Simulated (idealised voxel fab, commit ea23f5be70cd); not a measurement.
The process module that follows is named voxel ribs on slabs.
Displayed cross-section: cut, width of 220 nm, square cells sized 5 nm.
Cross-section spec: square-cell grid; bands listed top down; each band is one or more rows.
The entry gives the band's vertical extent as a top height and a bottom height in nm, then its horizontal make-up as materials from left to right, each with a width in nm. "air" stands for empty space; a single material marked "everywhere" fills the band edge to edge.
It should be noted that heights are counted from 0, beneath which the wafer as supplied is of one material throughout, and that the lowest band possesses no lower boundary but continues downward, as written in "0 -> down".
Note: "30..40" means the width goes from the first number (top row of the band) to the second number (bottom row) in equal steps per row of cells.
Take "remained the same" at face value: in the step it is given for, the cross-section changed in none of its cells.
Heads up: "Enclosed void list" only lists the empty pockets with no open path to the top that are 8 cells or more, and it writes them as width x height at distance, distance from the left edge, in nm.
Post-settings text on a step line: simulator's own remark regarding the step.
overlay nm: right-of-plan distance of the mask on a masked step; negative values mean left-of-plan.
**The steps planned for the process are as follows**
step 1: RECEIVE | material Si
step 2: DIRECTIONAL_DEP | material SiO2 | thk nm 30
step 3: DIRECTIONAL_DEP | material SiN | thk nm 15
step 4: MASKED_ETCH | tone cover | mask id RIB | width nm 15 | etch materials SiN | depth nm 10 | overlay nm 0
step 5: PATTERN | tone cover | mask id SLAB | material resist | width nm 55 | thk nm 20 | overlay nm 0
step 6: DIRECTIONAL_ETCH | etch materials SiN | depth nm 5
step 7: STRIP | etch materials resist
step 8: FILL_DEP | material SiO2 | thk nm 25
step 9: CMP | height nm 60
step 10: DIRECTIONAL_DEP | material TiN | thk nm 5
step 11: DIRECTIONAL_DEP | material aC | thk nm 15
step 12: PATTERN | tone cover | mask id HEATER | material resist | width nm 25 | thk nm 35 | overlay nm 0
step 13: DIRECTIONAL_ETCH | etch materials aC | depth nm 15
step 14: STRIP | etch materials resist
step 15: DIRECTIONAL_ETCH | etch materials TiN | depth nm 5
step 16: STRIP | etch materials aC
step 17: CONFORMAL_DEP | material SiO2 | thk nm 5
**Account of the first of two wafers, which was processed as intended**
**As received (post step 1): cross-section**
0 -> down = Si everywhere
Enclosed void list: none
**After step 2, in cross-section**
30 -> 0 = SiO2 everywhere
Everything under 0 stays put, no change at all.
**After step 3, in cross-section**
45 -> 30 = SiN everywhere
Everything under 30 stays put, no change at all.
**After step 4, in cross-section**
45 -> 35 = air 100  SiN 15  air 105
Everything under 35 stays put, no change at all.
**After step 5, in cross-section**
65 -> 45 = air 80  resist 55  air 85
45 -> 35 = air 80  resist 20  SiN 15  resist 20  air 85
Everything under 35 stays put, no change at all.
**After step 6, in cross-section**
65 -> 45 = air 80  resist 55  air 85
45 -> 35 = air 80  resist 20  SiN 15  resist 20  air 85
35 -> 30 = air 80  SiN 55  air 85
Everything under 30 stays put, no change at all.
**After step 7, in cross-section**
45 -> 35 = air 100  SiN 15  air 105
Everything under 35 stays put, no change at all.
**After step 8, in cross-section**
70 -> 45 = SiO2 everywhere
45 -> 35 = SiO2 100  SiN 15  SiO2 105
35 -> 30 = SiO2 80  SiN 55  SiO2 85
Everything under 30 stays put, no change at all.
**After step 9, in cross-section**
60 -> 45 = SiO2 everywhere
Everything under 45 stays put, no change at all.
**After step 10, in cross-section**
65 -> 60 = TiN everywhere
Everything under 60 stays put, no change at all.
**After step 11, in cross-section**
80 -> 65 = aC everywhere
Everything under 65 stays put, no change at all.
**After step 12, in cross-section**
115 -> 80 = air 95  resist 25  air 100
Everything under 80 stays put, no change at all.
**After step 13, in cross-section**
100 -> 80 = air 95  resist 25  air 100
80 -> 65 = air 95  aC 25  air 100
Everything under 65 stays put, no change at all.
**After step 14, in cross-section**
80 -> 65 = air 95  aC 25  air 100
Everything under 65 stays put, no change at all.
**After step 15, in cross-section**
80 -> 65 = air 95  aC 25  air 100
65 -> 60 = air 95  TiN 25  air 100
Everything under 60 stays put, no change at all.
**After step 16, in cross-section**
65 -> 60 = air 95  TiN 25  air 100
Everything under 60 stays put, no change at all.
**After step 17, in cross-section**
70 -> 65 = air 90  SiO2 35  air 95
65 -> 60 = SiO2 95  TiN 25  SiO2 100
Everything under 60 stays put, no change at all.
**Okay, second wafer. Nothing different at the start, nothing different in the plan, just one mistake somewhere in the running. As far as step 16, counting that step, it's the first wafer all over again**
Cross-sectional view of the second wafer at the intended end time of process step 17: remained the same
It is concluded that the wafer was processed incorrectly with respect to the plan, in that yeah, step 17 of the plan got skipped, never ran
Count the cells at the end and the second wafer has more or fewer of some materials than the first: 46 fewer of SiO2
